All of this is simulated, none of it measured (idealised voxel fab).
The following is a process module called voxel plated lines.
The figure presents cross-section cut, which has a width of 180 nm and is divided into square cells with an edge length of 5 nm.
A cross-section is written here as square cells arranged in a grid, and it is given in bands from the top down, each band taking up one or more rows of cells.
Within each band entry, the heights of the top and of the bottom of the band appear first, in that order and in nm; the materials of the band then follow from left to right, each with its corresponding width in nm. The designation "full width" on a single material indicates that it fills the band from edge to edge; the designation "blank" indicates empty space.
The level at which height equals 0 is the one under which the wafer, as it arrives, is entirely one material. No lower edge exists for the bottom band, which continues downward and is notated as in "top 0, no bottom".
Graded width ("30->40"): value in top row of band = first number; value in bottom row = second number; row-to-row change constant.
What does "all unchanged" mean for a step? It means no cell of the cross-section changed in that step.
So "Fully enclosed voids" is basically the list of trapped voids: any empty space of 8 cells or more that can't reach the top through an opening. They're written width x height at distance, the distance being from the left edge, and it's all nm.
If you see something after the settings on a step's line, that's the simulator's own remark about that step.
The "overlay nm" setting may appear on a step's line; for a step that uses a mask, it gives how far to the right of its planned position the mask lay, and a negative value indicates the left.

# Process steps - plan
- 1: RECEIVE with material Si
- 2: CONFORMAL_DEP with material SiN, thk nm 10
- 3: DIRECTIONAL_DEP with material TiN, thk nm 5
- 4: PATTERN with tone open, mask id LINES, material resist, width nm 15, pitch nm 40, thk nm 30, overlay nm -5
- 5: EPI with material Ru, thk nm 10
- 6: EPI with material Ru, thk nm 10
- 7: STRIP with etch materials resist
- 8: DIRECTIONAL_ETCH with etch materials TiN, depth nm 5
- 9: CONFORMAL_DEP with material SiCN, thk nm 10
Wafers differ in overlay nm at step 4; plan lists the first wafer's value; identical starting state.

# The as-received cross-section of the first of several wafers corresponds to the state after step 1
* top 0, no bottom: Si full width
* Fully enclosed voids: none

# Below is a per-wafer table. In it, each row describes the wafer at the end of the module by giving, for each material, the number of cells gained (+) or lost (-) since the wafer was received, and after that the closed voids of the wafer
overlay nm -5 | +48 Ru | +152 SiCN | +72 SiN | +12 TiN | Fully enclosed voids: none
overlay nm 0 | +48 Ru | +152 SiCN | +72 SiN | +12 TiN | Fully enclosed voids: none
overlay nm 5 | +48 Ru | +152 SiCN | +72 SiN | +12 TiN | Fully enclosed voids: none
overlay nm 10 | +48 Ru | +152 SiCN | +72 SiN | +12 TiN | Fully enclosed voids: none
